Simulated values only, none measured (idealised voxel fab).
Process module, titled voxel capacitor over wiring
Section shown: cut. Width: 225 nm. Cell size: 5 nm, square.
Format of a cross-section: grid, square cells. Given as bands. Order: top down. Band: one or more rows of cells. Quick guide to a band line: top height, bottom height (nm) up front; then every material left to right with its width in nm. Only one material and it's marked "full width"? Then it fills the band edge to edge. And "blank" just means empty space. Counting heights begins at 0, where everything beneath is, in the wafer as received, one material. The lowest band has no bottom; it goes on downwards, as "from 0 down" shows. So if you see something like "30->40" for the width, read it as the top row of the band sitting at the first number and the bottom row at the second, with every row in between moving by the same amount as the last. Any step labelled "no alterations made" changed none of the cells in the cross-section. "Completely enclosed voids" means: voids of 8 cells or more that are shut off from the top with no open way through. Written width x height at distance, distance from the left edge, in nm. Post-settings text on a step line: simulator's own remark regarding the step. The setting "overlay nm" may be written on the line of a step. When the step uses a mask, the value reports how far to the right of the planned place the mask lay, and a negative value reports that it lay to the left.
# Set out below are the planned steps of the process
step 1: RECEIVE | material Si
step 2: CONFORMAL_DEP | material SiO2 | thk nm 15
step 3: DIRECTIONAL_DEP | material TiN | thk nm 5
step 4: DIRECTIONAL_DEP | material W | thk nm 25
step 5: MASKED_ETCH | tone cover | mask id METAL_1 | width nm 30 | pitch nm 95 | etch materials W | depth nm 25 | overlay nm 0
step 6: MASKED_ETCH | tone cover | mask id METAL_1 | width nm 30 | pitch nm 95 | etch materials TiN | depth nm 5 | overlay nm 0
step 7: CONFORMAL_DEP | material SiN | thk nm 5
step 8: FILL_DEP | material SiO2 | thk nm 10
step 9: CMP | height nm 45
step 10: CONFORMAL_DEP | material SiCN | thk nm 5
step 11: DIRECTIONAL_DEP | material lowk | thk nm 20
step 12: DIRECTIONAL_DEP | material aC | thk nm 15
step 13: PATTERN | tone open | mask id PLUG_1 | material resist | width nm 15 | thk nm 30 | overlay nm 0
step 14: DIRECTIONAL_ETCH | etch materials aC | depth nm 15
step 15: STRIP | etch materials resist
step 16: DIRECTIONAL_ETCH | etch materials lowk | depth nm 20
step 17: DIRECTIONAL_ETCH | etch materials SiCN | depth nm 5
step 18: STRIP | etch materials aC
step 19: EPI | material Ru | thk nm 10
step 20: EPI | material Ru | thk nm 10
step 21: EPI | material Ru | thk nm 5
step 22: DIRECTIONAL_DEP | material TiN | thk nm 10
step 23: DIRECTIONAL_DEP | material SiN | thk nm 5
step 24: DIRECTIONAL_DEP | material TiN | thk nm 10
step 25: DIRECTIONAL_DEP | material aC | thk nm 15
step 26: PATTERN | tone cover | mask id UPPER_PLATE | material resist | width nm 70 | thk nm 35 | overlay nm 0
step 27: DIRECTIONAL_ETCH | etch materials aC | depth nm 15
step 28: STRIP | etch materials resist
step 29: DIRECTIONAL_ETCH | etch materials TiN | depth nm 10
step 30: DIRECTIONAL_ETCH | etch materials SiN | depth nm 5
step 31: STRIP | etch materials aC
step 32: DIRECTIONAL_DEP | material aC | thk nm 10
step 33: PATTERN | tone cover | mask id LOWER_PLATE | material resist | width nm 80 | thk nm 25 | overlay nm 0
step 34: DIRECTIONAL_ETCH | etch materials aC | depth nm 10
step 35: STRIP | etch materials resist
step 36: DIRECTIONAL_ETCH | etch materials TiN | depth nm 10
step 37: STRIP | etch materials aC
step 38: FILL_DEP | material SiO2 | thk nm 20
step 39: CMP | height nm 110
step 40: DIRECTIONAL_DEP | material aC | thk nm 15
step 41: PATTERN | tone open | mask id PLUG_2 | material resist | width nm 15 | thk nm 35 | overlay nm 0
step 42: DIRECTIONAL_ETCH | etch materials aC | depth nm 15
step 43: STRIP | etch materials resist
step 44: DIRECTIONAL_ETCH | etch materials SiO2 | depth nm 15
step 45: STRIP | etch materials aC
step 46: CONFORMAL_DEP | material TiN | thk nm 5
step 47: FILL_DEP | material Ru | thk nm 10
step 48: CMP | height nm 110
step 49: CONFORMAL_DEP | material SiCN | thk nm 5
# Wafer at receipt (post step 1), cross-section
	from 0 down  Si full width
	Completely enclosed voids: none
# End-of-module XS, first of two wafers, run as planned
	from 115 to 110  SiCN full width
	from 110 to 100  75 SiO2, 5 TiN, 5 Ru, 5 TiN, 135 SiO2
	from 100 to 95  75 SiO2, 15 TiN, 135 SiO2
	from 95 to 85  65 SiO2, 70 TiN, 90 SiO2
	from 85 to 80  65 SiO2, 70 SiN, 90 SiO2
	from 80 to 70  60 SiO2, 80 TiN, 85 SiO2
	from 70 to 50  65 lowk, 15 Ru, 145 lowk
	from 50 to 45  65 SiCN, 15 Ru, 145 SiCN
	from 45 to 20  45 SiO2, 5 SiN, 30 W, 5 SiN, 55 SiO2, 5 SiN, 30 W, 5 SiN, 45 SiO2
	from 20 to 15  50 SiN, 30 TiN, 65 SiN, 30 TiN, 50 SiN
	from 15 to 0  SiO2 full width
	from 0 down  Si full width
	Completely enclosed voids: none
# This is the second of the two wafers, cross-sectioned at the end of the module; it started exactly like the first and was given the same plan, but it was run with one mistake
	from 115 to 110  SiCN full width
	from 110 to 100  75 SiO2, 5 TiN, 5 Ru, 5 TiN, 135 SiO2
	from 100 to 95  75 SiO2, 15 TiN, 135 SiO2
	from 95 to 85  60 SiO2, 5 TiN, 70 SiO2, 5 TiN, 85 SiO2
	from 85 to 80  65 SiN, 70 SiO2, 90 SiN
	from 80 to 70  TiN full width
	from 70 to 50  65 lowk, 15 Ru, 145 lowk
	from 50 to 45  65 SiCN, 15 Ru, 145 SiCN
	from 45 to 20  45 SiO2, 5 SiN, 30 W, 5 SiN, 55 SiO2, 5 SiN, 30 W, 5 SiN, 45 SiO2
	from 20 to 15  50 SiN, 30 TiN, 65 SiN, 30 TiN, 50 SiN
	from 15 to 0  SiO2 full width
	from 0 down  Si full width
	Completely enclosed voids: none
Nonconformance to the process plan: contrary to plan, step 26 was performed as PATTERN | tone open | mask id UPPER_PLATE | material resist | width nm 70 | thk nm 35 | overlay nm 0
Final wafer comparison in cells, second versus first, more or fewer per material: 17 more of SiN | 51 fewer of SiO2 | 34 more of TiN
